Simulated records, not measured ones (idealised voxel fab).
process module | voxel fin reveal
cross-section cut | 275 nm wide | cells 5 nm
A cross-section is a grid of square cells, given in bands from the top down. A band is one or more rows of cells.
Each band's line starts with the height of the band's top and of its bottom, in nm. Then come its materials from left to right, each with its width in nm. One material with "throughout" fills the band from edge to edge. "air" is empty space.
Height 0 is the level under which the wafer as received is all one material. The lowest band goes on downwards, as in "0 down".
A width such as "30 to 40" changes by the same amount from each row of cells to the next, from the band's top row to its bottom row.
"no change" after a step means that no cell of the cross-section changed.
closed voids: empty space of 8 cells or more with no open way to the top, each as width x height at its distance from the left edge, in nm
after a step's settings: what the simulator itself notes on the step
overlay nm, on a step with a mask: how far to the right of its planned place the mask lay; to the left if negative
plan
1 op RECEIVE | material Si
2 op CONFORMAL_DEP | material SiN | thk nm 5
3 op MASKED_ETCH | tone cover | mask id FINS | width nm 15 | pitch nm 40 | etch materials SiN | depth nm 5 | overlay nm 0
4 op MASKED_ETCH | tone cover | mask id FINS | width nm 15 | pitch nm 40 | etch materials Si | depth nm 30 | overlay nm 0
5 op OXIDIZE | depth nm 5
6 op FILL_DEP | material SiO2 | thk nm 15
7 op CMP | height nm 5
8 op SELECTIVE_ETCH | etch materials SiO2 | depth nm 15
9 op STRIP | etch materials SiN
10 op CONFORMAL_DEP | material SiO2 | thk nm 5
varied across the wafers: width nm of step 3. The plan shows the first wafer's value. All wafers start alike
first wafer as received, after step 1
  0 down: Si throughout
  closed voids: none
each wafer at the end: cells of each material gained (+) or lost (-) since it was received, then its closed voids
width nm 15 | -371 Si | +328 SiO2 | closed voids: none
width nm 20 | -357 Si | +318 SiO2 | closed voids: none
width nm 25 | -343 Si | +308 SiO2 | closed voids: none
